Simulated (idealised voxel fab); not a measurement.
process module | voxel spacer lines
cross-section cut | 200 nm wide | cells 5 nm
A cross-section is a grid of square cells, given in bands from the top down. A band is one or more rows of cells.
Each band's line starts with the height of the band's top and of its bottom, in nm. Then come its materials from left to right, each with its width in nm. One material with "throughout" fills the band from edge to edge. "air" is empty space.
Height 0 is the level under which the wafer as received is all one material. The lowest band goes on downwards, as in "0 down".
A width such as "30 to 40" changes by the same amount from each row of cells to the next, from the band's top row to its bottom row.
"no change" after a step means that no cell of the cross-section changed.
closed voids: empty space of 8 cells or more with no open way to the top, each as width x height at its distance from the left edge, in nm
after a step's settings: what the simulator itself notes on the step
overlay nm, on a step with a mask: how far to the right of its planned place the mask lay; to the left if negative
plan
1 op RECEIVE | material Si
2 op CONFORMAL_DEP | material Al2O3 | thk nm 5
3 op DIRECTIONAL_DEP | material SiN | thk nm 15
4 op DIRECTIONAL_DEP | material polySi | thk nm 30
5 op PATTERN | tone cover | mask id MANDREL | material resist | width nm 25 | pitch nm 70 | thk nm 40 | overlay nm 0
6 op DIRECTIONAL_ETCH | etch materials polySi | depth nm 30
7 op STRIP | etch materials resist
8 op CONFORMAL_DEP | material SiO2 | thk nm 10
9 op DIRECTIONAL_ETCH | etch materials SiO2 | depth nm 10
10 op STRIP | etch materials polySi
11 op DIRECTIONAL_ETCH | etch materials SiN | depth nm 15
12 op STRIP | etch materials SiO2
as received, after step 1
  0 down: Si throughout
  closed voids: none
first wafer at the end, as planned
  20 to 5: air 5 | SiN 10 | air 25 | SiN 10 | air 25 | SiN 10 | air 25 | SiN 10 | air 25 | SiN 10 | air 25 | SiN 10 | air 10
  5 to 0: Al2O3 throughout
  0 down: Si throughout
  closed voids: none
second wafer at the end: like start, like plan, one mistake
  20 to 5: air 10 | SiN 5 | air 25 | SiN 5 | air 35 | SiN 5 | air 25 | SiN 5 | air 35 | SiN 5 | air 25 | SiN 5 | air 15
  5 to 0: Al2O3 throughout
  0 down: Si throughout
  closed voids: none
what went wrong: step 8 ran as: op CONFORMAL_DEP | material SiO2 | thk nm 5
at the end the second wafer has, in cells: 18 fewer of SiN
